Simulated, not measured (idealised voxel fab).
Module name: voxel wiring stack (process module)
Xsec cut, 295 nm wide, square cell size 5 nm.
How to read a cross-section here: the picture is a grid of square cells, written as bands going from the top down, and any band can span one or more rows of cells. It is stipulated that each band's entry specify, in nanometres, the height of the top of the band and then that of its bottom, followed by the materials of the band in left-to-right sequence, each together with its width in nanometres. A single material marked by the word "throughout" is understood to fill the band from edge to edge; the word "air" is understood to denote empty space. Ref level 0: as-received wafer is one material below here. Bottom band extends down with no lower bound ("z 0 and below"). Graded width ("30 to 40"): value in top row of band = first number; value in bottom row = second number; row-to-row change constant. "no change" after a step means that no cell of the cross-section changed. This entry, "Voids, fully enclosed", enumerates those empty regions of no fewer than 8 cells that possess no open connection to the top. Each region is reported in the form width x height at distance, the distance being taken from the left edge, with all three quantities expressed in nm. Step line, after settings: the simulator's comment on this step. overlay nm, on a step with a mask: how far to the right of its planned place the mask lay; to the left if negative.

Listed below are the process steps as planned:
| 1 | RECEIVE [material Si] |
| 2 | CONFORMAL_DEP [material SiO2] [thk nm 10] |
| 3 | DIRECTIONAL_DEP [material TiN] [thk nm 5] |
| 4 | DIRECTIONAL_DEP [material Ru] [thk nm 20] |
| 5 | PATTERN [tone cover] [mask id METAL_1] [material resist] [width nm 30] [pitch nm 50] [thk nm 15] [overlay nm 0] |
| 6 | DIRECTIONAL_ETCH [etch materials Ru] [depth nm 20] |
| 7 | DIRECTIONAL_ETCH [etch materials TiN] [depth nm 5] |
| 8 | STRIP [etch materials resist] |
| 9 | FILL_DEP [material lowk] [thk nm 10] |
| 10 | CMP [height nm 35] |
| 11 | CONFORMAL_DEP [material SiCN] [thk nm 5] |
| 12 | DIRECTIONAL_DEP [material lowk] [thk nm 20] |
| 13 | PATTERN [tone open] [mask id PLUG_1] [material resist] [width nm 15] [pitch nm 50] [thk nm 20] [overlay nm 0] |
| 14 | DIRECTIONAL_ETCH [etch materials lowk] [depth nm 20] |
| 15 | DIRECTIONAL_ETCH [etch materials SiCN] [depth nm 5] |
| 16 | STRIP [etch materials resist] |
| 17 | EPI [material Ru] [thk nm 10] |
| 18 | EPI [material Ru] [thk nm 10] |
| 19 | EPI [material Ru] [thk nm 5] |
| 20 | DIRECTIONAL_DEP [material TiN] [thk nm 5] |
| 21 | DIRECTIONAL_DEP [material W] [thk nm 20] |
| 22 | MASKED_ETCH [tone cover] [mask id METAL_2] [width nm 30] [pitch nm 50] [etch materials W] [depth nm 20] [overlay nm 0] |
| 23 | MASKED_ETCH [tone cover] [mask id METAL_2] [width nm 30] [pitch nm 50] [etch materials TiN] [depth nm 5] [overlay nm 0] |
| 24 | CONFORMAL_DEP [material SiN] [thk nm 5] |
| 25 | FILL_DEP [material SiO2] [thk nm 10] |
| 26 | CMP [height nm 85] |
| 27 | CONFORMAL_DEP [material SiCN] [thk nm 5] |

Here's what the wafer looked like in cross-section when it arrived - that's after step 1:
    z 0 and below  Si throughout
    Voids, fully enclosed: none

Cross-section, end of module. Start: as above. Plan: as above. Execution: one mistake:
    z 90 to 85  SiCN throughout
    z 85 to 75  90 to 75 of SiO2 / 5 to 20 of SiN / 15 of W / 5 of SiN / 25 to 10 of SiO2 / 5 to 20 of SiN / 15 of W / 5 of SiN / 25 to 10 of SiO2 / 5 to 20 of SiN / 15 of W / 5 of SiN / 80 of SiO2
    z 75 to 65  75 of SiO2 / 5 of SiN / 30 of W / 5 of SiN / 10 of SiO2 / 5 of SiN / 30 of W / 5 of SiN / 10 of SiO2 / 5 of SiN / 30 of W / 5 of SiN / 80 of SiO2
    z 65 to 60  80 of SiN / 15 of W / 15 of TiN / 20 of SiN / 15 of W / 15 of TiN / 20 of SiN / 15 of W / 15 of TiN / 85 of SiN
    z 60 to 55  80 of lowk / 15 of W / 35 of lowk / 15 of W / 35 of lowk / 15 of W / 100 of lowk
    z 55 to 50  80 of lowk / 15 of TiN / 35 of lowk / 15 of TiN / 35 of lowk / 15 of TiN / 100 of lowk
    z 50 to 40  80 of lowk / 15 of Ru / 35 of lowk / 15 of Ru / 35 of lowk / 15 of Ru / 100 of lowk
    z 40 to 35  80 of SiCN / 15 of Ru / 35 of SiCN / 15 of Ru / 35 of SiCN / 15 of Ru / 100 of SiCN
    z 35 to 15  80 of lowk / 30 of Ru / 20 of lowk / 30 of Ru / 20 of lowk / 30 of Ru / 85 of lowk
    z 15 to 10  80 of lowk / 30 of TiN / 20 of lowk / 30 of TiN / 20 of lowk / 30 of TiN / 85 of lowk
    z 10 to 0  SiO2 throughout
    z 0 and below  Si throughout
    Voids, fully enclosed: none
Error vs. plan: one of the identical steps 17 and 18 was dropped, though which cannot be ascertained
